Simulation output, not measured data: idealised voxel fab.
Presented below is a process module, voxel capacitor over wiring.
It is cross-section cut that appears here, measuring 195 nm in width, its square cells being 5 nm in size.
Square cells in a grid make up a cross-section in this document, and the grid is given as bands, listed from the top down, each one or more rows of cells. Look at the band entry: it leads with the top's height and the bottom's height in nm. Then it lists the materials left to right, with a width in nm for each. The word "everywhere" on a single material says that material fills the band edge to edge. The word "blank" is empty space. Below 0: as-received wafer, all one material; heights counted from there. Lowest band: no bottom, goes on down, written "z 0 and below". It should be noted that a width expressed as "30..40" varies in equal increments from row to row of cells within the band, taking the value of the first number at the top row and that of the second number at the bottom row. "nothing was modified" means the step left every cell of the cross-section as it was. This entry, "Closed-off voids", enumerates those empty regions of no fewer than 8 cells that possess no open connection to the top. Each region is reported in the form width x height at distance, the distance being taken from the left edge, with all three quantities expressed in nm. Whatever follows a step's settings on its line is a remark the simulator itself makes about that step. "overlay nm" denotes, for a step that has a mask, the displacement of the mask to the right of its planned place, with negative values corresponding to the left.

This section lists the process steps that were planned
1,RECEIVE,material Si
2,CONFORMAL_DEP,material SiO2,thk nm 15
3,CONFORMAL_DEP,material SiN,thk nm 5
4,DIRECTIONAL_DEP,material SiO2,thk nm 20
5,DIRECTIONAL_DEP,material aC,thk nm 15
6,PATTERN,tone open,mask id METAL_1,material resist,width nm 25,pitch nm 75,thk nm 35,overlay nm 0
7,DIRECTIONAL_ETCH,etch materials aC,depth nm 15
8,STRIP,etch materials resist
9,DIRECTIONAL_ETCH,etch materials SiO2,depth nm 20
10,DIRECTIONAL_ETCH,etch materials SiN,depth nm 5
11,STRIP,etch materials aC
12,CONFORMAL_DEP,material TiN,thk nm 5
13,FILL_DEP,material Ru,thk nm 5
14,CMP,height nm 40
15,CONFORMAL_DEP,material SiCN,thk nm 5
16,DIRECTIONAL_DEP,material lowk,thk nm 10
17,MASKED_ETCH,tone open,mask id PLUG_1,width nm 15,etch materials lowk,depth nm 10,overlay nm 0
18,MASKED_ETCH,tone open,mask id PLUG_1,width nm 15,etch materials SiCN,depth nm 5,overlay nm 0
19,EPI,material Ru,thk nm 10
20,EPI,material Ru,thk nm 5
21,DIRECTIONAL_DEP,material TiN,thk nm 10
22,DIRECTIONAL_DEP,material HfO2,thk nm 5
23,DIRECTIONAL_DEP,material TiN,thk nm 10
24,PATTERN,tone cover,mask id UPPER_PLATE,material resist,width nm 55,thk nm 15,overlay nm 0
25,DIRECTIONAL_ETCH,etch materials TiN,depth nm 10
26,DIRECTIONAL_ETCH,etch materials HfO2,depth nm 5
27,STRIP,etch materials resist
28,PATTERN,tone cover,mask id LOWER_PLATE,material resist,width nm 65,thk nm 15,overlay nm 0
29,DIRECTIONAL_ETCH,etch materials TiN,depth nm 10
30,STRIP,etch materials resist
31,FILL_DEP,material SiO2,thk nm 20
32,CMP,height nm 95
33,PATTERN,tone open,mask id PLUG_2,material resist,width nm 15,thk nm 20,overlay nm 0
34,DIRECTIONAL_ETCH,etch materials SiO2,depth nm 15
35,STRIP,etch materials resist
36,CONFORMAL_DEP,material TiN,thk nm 5
37,FILL_DEP,material Ru,thk nm 5
38,CMP,height nm 95
39,CONFORMAL_DEP,material SiCN,thk nm 5

Wafer cross-section on receipt, i.e. after step 1
	z 0 and below = Si everywhere
	Closed-off voids: none

Wafer cross-section at module end: first of two, run to plan
	z 100 to 95 = SiCN everywhere
	z 95 to 85 = 65 of SiO2; 5 of TiN; 5 of Ru; 5 of TiN; 115 of SiO2
	z 85 to 80 = 65 of SiO2; 15 of TiN; 115 of SiO2
	z 80 to 70 = 55 of SiO2; 55 of TiN; 85 of SiO2
	z 70 to 65 = 55 of SiO2; 55 of HfO2; 85 of SiO2
	z 65 to 55 = 50 of SiO2; 65 of TiN; 80 of SiO2
	z 55 to 45 = 55 of lowk; 15 of Ru; 125 of lowk
	z 45 to 40 = 55 of SiCN; 15 of Ru; 125 of SiCN
	z 40 to 20 = 45 of SiO2; 5 of TiN; 15 of Ru; 5 of TiN; 50 of SiO2; 5 of TiN; 15 of Ru; 5 of TiN; 50 of SiO2
	z 20 to 15 = 45 of SiN; 25 of TiN; 50 of SiN; 25 of TiN; 50 of SiN
	z 15 to 0 = SiO2 everywhere
	z 0 and below = Si everywhere
	Closed-off voids: none

Second of two wafers, module complete, sectioned: it shares the first wafer's start and plan but was run with one mistake
	z 100 to 95 = SiCN everywhere
	z 95 to 85 = 65 of SiO2; 5 of TiN; 5 of Ru; 5 of TiN; 115 of SiO2
	z 85 to 80 = 65 of SiO2; 15 of TiN; 115 of SiO2
	z 80 to 70 = 55 of SiO2; 55 of TiN; 85 of SiO2
	z 70 to 65 = 55 of SiO2; 55 of HfO2; 85 of SiO2
	z 65 to 55 = 50 of SiO2; 65 of TiN; 80 of SiO2
	z 55 to 45 = 55 of lowk; 15 of Ru; 125 of lowk
	z 45 to 40 = 55 of SiCN; 15 of Ru; 125 of SiCN
	z 40 to 20 = 45 of SiO2; 5 of TiN; 15 of HfO2; 5 of TiN; 50 of SiO2; 5 of TiN; 15 of HfO2; 5 of TiN; 50 of SiO2
	z 20 to 15 = 45 of SiN; 25 of TiN; 50 of SiN; 25 of TiN; 50 of SiN
	z 15 to 0 = SiO2 everywhere
	z 0 and below = Si everywhere
	Closed-off voids: none
What was done differently from what was planned? step 13 changed vs plan, executed as FILL_DEP,material HfO2,thk nm 5
at the end the second wafer has, in cells: +24 HfO2; -24 Ru
